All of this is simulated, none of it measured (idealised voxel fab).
Documented hereafter: the process module known as voxel ribs on slabs.
The width of the displayed cross-section, cut, is 250 nm; its cells are square, with a size of 5 nm.
Cross-sections here: square-cell grids, written as top-down lists of bands, a band being one or more rows of cells. The band entry comprises the height of the band's top followed by the height of its bottom, expressed in nm, and subsequently the band's materials from left to right, each stated together with its width in nm. Where a single material is marked with the word "full width", that material fills the band from edge to edge. The word "empty" represents empty space. For the purposes of this specification, 0 denotes the height below which the wafer in its as-received condition is composed wholly of one material, and the lowermost band, lacking a lower limit, extends downward without end, as expressed in "0 and below". Width "30..40": first value at the band's top row of cells, second value at its bottom row, equal change from row to row. Reading "left unchanged" for a step: not a cell of the cross-section changed in it. Look at "Cavities, sealed" for the closed voids: empty spaces with no open path to the top, sized 8 cells or up. Each is width x height at distance, distance from the left edge, all nm. What comes after the settings on a step's line is commentary from the simulator itself on that step. overlay nm: step with mask; distance mask lay right of planned place; negative value = left of planned place.

## The following list gives the planned process steps
1,RECEIVE [material Si]
2,DIRECTIONAL_DEP [material SiO2] [thk nm 20]
3,DIRECTIONAL_DEP [material polySi] [thk nm 20]
4,MASKED_ETCH [tone cover] [mask id RIB] [width nm 20] [etch materials polySi] [depth nm 5] [overlay nm 0]
5,DIRECTIONAL_DEP [material aC] [thk nm 10]
6,PATTERN [tone cover] [mask id SLAB] [material resist] [width nm 80] [thk nm 30] [overlay nm 0]
7,DIRECTIONAL_ETCH [etch materials aC] [depth nm 10]
8,STRIP [etch materials resist]
9,DIRECTIONAL_ETCH [etch materials polySi] [depth nm 15]
10,STRIP [etch materials aC]
11,FILL_DEP [material SiO2] [thk nm 30]
12,CMP [height nm 60]
13,DIRECTIONAL_DEP [material W] [thk nm 5]
14,MASKED_ETCH [tone cover] [mask id HEATER] [width nm 30] [etch materials W] [depth nm 5] [overlay nm 0]
15,CONFORMAL_DEP [material SiN] [thk nm 10]

## First wafer out of two, processed as planned

## Step 1 complete: cross-section of the wafer as received
* 0 and below = Si full width
* Cavities, sealed: none

## Cross-section through the wafer, step 2 finished
* 20 down to 0 = SiO2 full width
* Everything below 0 is unchanged.

## Cross-section through the wafer, step 3 finished
* 40 down to 20 = polySi full width
* Everything below 20 is unchanged.

## Cross-section through the wafer, step 4 finished
* 40 down to 35 = empty=115, polySi=20, empty=115
* Everything below 35 is unchanged.

## Cross-section through the wafer, step 5 finished
* 50 down to 45 = empty=115, aC=20, empty=115
* 45 down to 40 = aC full width
* 40 down to 35 = aC=115, polySi=20, aC=115
* Everything below 35 is unchanged.

## Cross-section through the wafer, step 6 finished
* 80 down to 50 = empty=85, resist=80, empty=85
* 50 down to 45 = empty=85, resist=30, aC=20, resist=30, empty=85
* Everything below 45 is unchanged.

## Cross-section through the wafer, step 7 finished
* 70 down to 50 = empty=85, resist=80, empty=85
* 50 down to 45 = empty=85, resist=30, aC=20, resist=30, empty=85
* 45 down to 40 = empty=85, aC=80, empty=85
* 40 down to 35 = empty=85, aC=30, polySi=20, aC=30, empty=85
* Everything below 35 is unchanged.

## Cross-section through the wafer, step 8 finished
* 50 down to 40 = empty=115..85, aC=20..80, empty=115..85
* Everything below 40 is unchanged.

## Cross-section through the wafer, step 9 finished
* 50 down to 40 = empty=115..85, aC=20..80, empty=115..85
* 40 down to 35 = empty=85, aC=30, polySi=20, aC=30, empty=85
* 35 down to 20 = empty=85, polySi=80, empty=85
* Everything below 20 is unchanged.

## Cross-section through the wafer, step 10 finished
* 40 down to 35 = empty=115, polySi=20, empty=115
* Everything below 35 is unchanged.

## Cross-section through the wafer, step 11 finished
* 70 down to 40 = SiO2 full width
* 40 down to 35 = SiO2=115, polySi=20, SiO2=115
* 35 down to 20 = SiO2=85, polySi=80, SiO2=85
* Everything below 20 is unchanged.

## Cross-section through the wafer, step 12 finished
* 60 down to 40 = SiO2 full width
* Everything below 40 is unchanged.

## Cross-section through the wafer, step 13 finished
* 65 down to 60 = W full width
* Everything below 60 is unchanged.

## Cross-section through the wafer, step 14 finished
* 65 down to 60 = empty=110, W=30, empty=110
* Everything below 60 is unchanged.

## Cross-section through the wafer, step 15 finished
* 75 down to 70 = empty=100, SiN=50, empty=100
* 70 down to 65 = SiN full width
* 65 down to 60 = SiN=110, W=30, SiN=110
* Everything below 60 is unchanged.

## Okay, second wafer. Nothing different at the start, nothing different in the plan, just one mistake somewhere in the running. As far as step 5, counting that step, it's the first wafer all over again

## Second wafer profile in section, at the moment step 6 of the plan was meant to be complete
* 80 down to 50 = empty=90, resist=70, empty=90
* 50 down to 45 = empty=90, resist=25, aC=20, resist=25, empty=90
* Everything below 45 is unchanged.

## Second wafer profile in section, at the moment step 7 of the plan was meant to be complete
* 70 down to 50 = empty=90, resist=70, empty=90
* 50 down to 45 = empty=90, resist=25, aC=20, resist=25, empty=90
* 45 down to 40 = empty=90, aC=70, empty=90
* 40 down to 35 = empty=90, aC=25, polySi=20, aC=25, empty=90
* Everything below 35 is unchanged.

## Second wafer profile in section, at the moment step 8 of the plan was meant to be complete
* 50 down to 40 = empty=115..90, aC=20..70, empty=115..90
* Everything below 40 is unchanged.

## Second wafer profile in section, at the moment step 9 of the plan was meant to be complete
* 50 down to 40 = empty=115..90, aC=20..70, empty=115..90
* 40 down to 35 = empty=90, aC=25, polySi=20, aC=25, empty=90
* 35 down to 20 = empty=90, polySi=70, empty=90
* Everything below 20 is unchanged.

## Second wafer profile in section, at the moment step 10 of the plan was meant to be complete
* 40 down to 35 = empty=115, polySi=20, empty=115
* Everything below 35 is unchanged.

## Second wafer profile in section, at the moment step 11 of the plan was meant to be complete
* 70 down to 40 = SiO2 full width
* 40 down to 35 = SiO2=115, polySi=20, SiO2=115
* 35 down to 20 = SiO2=90, polySi=70, SiO2=90
* Everything below 20 is unchanged.

## Second wafer profile in section, at the moment step 12 of the plan was meant to be complete
* 60 down to 40 = SiO2 full width
* Everything below 40 is unchanged.

## Second wafer profile in section, at the moment step 13 of the plan was meant to be complete
* 65 down to 60 = W full width
* Everything below 60 is unchanged.

## Second wafer profile in section, at the moment step 14 of the plan was meant to be complete
* 65 down to 60 = empty=110, W=30, empty=110
* Everything below 60 is unchanged.

## Second wafer profile in section, at the moment step 15 of the plan was meant to be complete
* 75 down to 70 = empty=100, SiN=50, empty=100
* 70 down to 65 = SiN full width
* 65 down to 60 = SiN=110, W=30, SiN=110
* Everything below 60 is unchanged.
Diagnosis: step 6 ran with different settings than intended, the actual operation and settings being PATTERN [tone cover] [mask id SLAB] [material resist] [width nm 70] [thk nm 30] [overlay nm 0]
End check, counted in cells, second wafer has more or fewer of these materials than the first: SiO2 +6; polySi -6
